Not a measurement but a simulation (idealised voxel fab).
This section sets out a process module, namely voxel transistor to metal.
Cross-section cut: width 210 nm, square cells of 5 nm.
A cross-section is written here as square cells arranged in a grid, and it is given in bands from the top down, each band taking up one or more rows of cells. In this notation a band is specified by the heights of its top and bottom, in that order and in nm, after which its materials appear from left to right, each paired with its width in nm. The word "all across" attached to a single material means that material fills the band from edge to edge; the word "air" stands for empty space. Height datum 0, below which the as-received substrate wafer is one material. Lowest band open at the bottom, running downward: "z 0 and below". The two numbers in a width such as "30->40" mark its ends across the band: the first belongs to the top row of cells, the second to the bottom row, and from each row to the next the width moves by the same amount. Reading "no change" for a step: not a cell of the cross-section changed in it. "Closed void register": sealed empty spaces, 8 cells or more, no open way to top, listed width x height at distance, with distance from the left edge and width, height and distance in nm. Post-settings text on a step line: simulator's own remark regarding the step. The "overlay nm" setting may appear on a step's line; for a step that uses a mask, it gives how far to the right of its planned position the mask lay, and a negative value indicates the left.
The planned process steps are enumerated hereunder
1) RECEIVE with material Si
2) CONFORMAL_DEP with material SiO2, thk nm 5
3) CONFORMAL_DEP with material SiN, thk nm 15
4) MASKED_ETCH with tone cover, mask id ACTIVE, width nm 120, etch materials SiN, depth nm 15, overlay nm 0
5) MASKED_ETCH with tone cover, mask id ACTIVE, width nm 120, etch materials SiO2, depth nm 5, overlay nm 0
6) MASKED_ETCH with tone cover, mask id ACTIVE, width nm 120, etch materials Si, depth nm 35, overlay nm 0
7) FILL_DEP with material SiO2, thk nm 10
8) CMP with height nm 20
9) SELECTIVE_ETCH with etch materials SiO2, depth nm 5
10) STRIP with etch materials SiN
11) SELECTIVE_ETCH with etch materials SiO2, depth nm 5
12) OXIDIZE with depth nm 5
13) DIRECTIONAL_DEP with material polySi, thk nm 25
14) DIRECTIONAL_DEP with material SiCN, thk nm 15
15) MASKED_ETCH with tone cover, mask id GATE, width nm 30, etch materials SiCN, depth nm 25, overlay nm 0
16) MASKED_ETCH with tone cover, mask id GATE, width nm 30, etch materials polySi, depth nm 35, overlay nm 0
17) CONFORMAL_DEP with material SiN, thk nm 10
18) DIRECTIONAL_ETCH with etch materials SiN, depth nm 10
19) DIRECTIONAL_ETCH with etch materials SiO2, depth nm 5
20) EPI with material SiGe, thk nm 5
21) FILL_DEP with material SiO2, thk nm 10
22) CMP with height nm 25
23) STRIP with etch materials polySi
24) SELECTIVE_ETCH with etch materials SiO2, depth nm 5
25) CONFORMAL_DEP with material HfO2, thk nm 5
26) CONFORMAL_DEP with material TiN, thk nm 5
27) FILL_DEP with material W, thk nm 10
28) CMP with height nm 20
29) DIRECTIONAL_DEP with material SiO2, thk nm 15
30) PATTERN with tone open, mask id CONTACT, material resist, width nm 15, pitch nm 85, thk nm 15, overlay nm 0
31) DIRECTIONAL_ETCH with etch materials SiO2, depth nm 35
32) STRIP with etch materials resist
33) CONFORMAL_DEP with material TiN, thk nm 5
34) FILL_DEP with material W, thk nm 5
35) CMP with height nm 35
36) CONFORMAL_DEP with material SiCN, thk nm 5
37) DIRECTIONAL_DEP with material SiO2, thk nm 15
38) MASKED_ETCH with tone open, mask id METAL_1, width nm 15, pitch nm 85, etch materials SiO2, depth nm 15, overlay nm 0
39) MASKED_ETCH with tone open, mask id METAL_1, width nm 15, pitch nm 85, etch materials SiCN, depth nm 5, overlay nm 0
40) CONFORMAL_DEP with material TiN, thk nm 5
41) FILL_DEP with material Cu, thk nm 10
42) CMP with height nm 55
43) CONFORMAL_DEP with material SiCN, thk nm 5
44) DIRECTIONAL_DEP with material SiO2, thk nm 30
45) DIRECTIONAL_DEP with material aC, thk nm 15
46) PATTERN with tone open, mask id METAL_2, material resist, width nm 15, pitch nm 85, thk nm 35, overlay nm 0
47) DIRECTIONAL_ETCH with etch materials aC, depth nm 15
48) STRIP with etch materials resist
49) DIRECTIONAL_ETCH with etch materials SiO2, depth nm 15
50) STRIP with etch materials aC
51) PATTERN with tone open, mask id METAL_2_HOLES, material resist, width nm 15, pitch nm 85, thk nm 20, overlay nm 0
52) DIRECTIONAL_ETCH with etch materials SiO2, depth nm 15
53) DIRECTIONAL_ETCH with etch materials SiCN, depth nm 5
54) STRIP with etch materials resist
55) CONFORMAL_DEP with material TiN, thk nm 5
56) FILL_DEP with material Cu, thk nm 10
57) CMP with height nm 90
58) CONFORMAL_DEP with material SiN, thk nm 5
Cross-section of the wafer upon arrival, representing the state reached after step 1
z 0 and below | Si all across
Closed void register: none
Result of the module, cross-sectioned: start per above, plan per above, one error in how it was run
z 95 to 90 | SiN all across
z 90 to 60 | SiO2 55, TiN 5, Cu 5, TiN 5, SiO2 70, TiN 5, Cu 5, TiN 5, SiO2 55
z 60 to 55 | SiCN 55, TiN 15, SiCN 70, TiN 15, SiCN 55
z 55 to 40 | SiO2 55, TiN 5, Cu 5, TiN 5, SiO2 70, TiN 5, Cu 5, TiN 5, SiO2 55
z 40 to 35 | SiCN 55, TiN 15, SiCN 70, TiN 15, SiCN 55
z 35 to 25 | W 50, TiN 5, SiO2 15, TiN 5, W 60, TiN 5, SiO2 15, TiN 5, W 50
z 25 to 20 | W 50, TiN 5, SiO2 15, TiN 70, SiO2 15, TiN 5, W 50
z 20 to 10 | W 50->35, TiN 5->20, SiO2 15, TiN 10, SiN 10, HfO2 5, TiN 5, W 10, TiN 5, HfO2 5, SiN 10, TiN 10, SiO2 15, TiN 5->20, W 50->35
z 10 to 5 | W 35, TiN 5, SiN 10, TiN 5, SiO2 15, TiN 10, SiN 10, HfO2 5, TiN 5, W 10, TiN 5, HfO2 5, SiN 10, TiN 10, SiO2 15, TiN 5, SiN 10, TiN 5, W 35
z 5 to 0 | TiN 40, SiN 10, TiN 5, SiO2 15, TiN 10, SiN 10, HfO2 5, TiN 20, HfO2 5, SiN 10, TiN 10, SiO2 15, TiN 5, SiN 10, TiN 40
z 0 to -5 | SiO2 50, SiGe 30, SiO2 5, HfO2 40, SiO2 5, SiGe 30, SiO2 50
z -5 to -35 | SiO2 45, Si 120, SiO2 45
z -35 and below | Si all across
Closed void register: none
Want to know what went wrong? step 30 ran as: PATTERN with tone cover, mask id CONTACT, material resist, width nm 15, pitch nm 85, thk nm 15, overlay nm 0
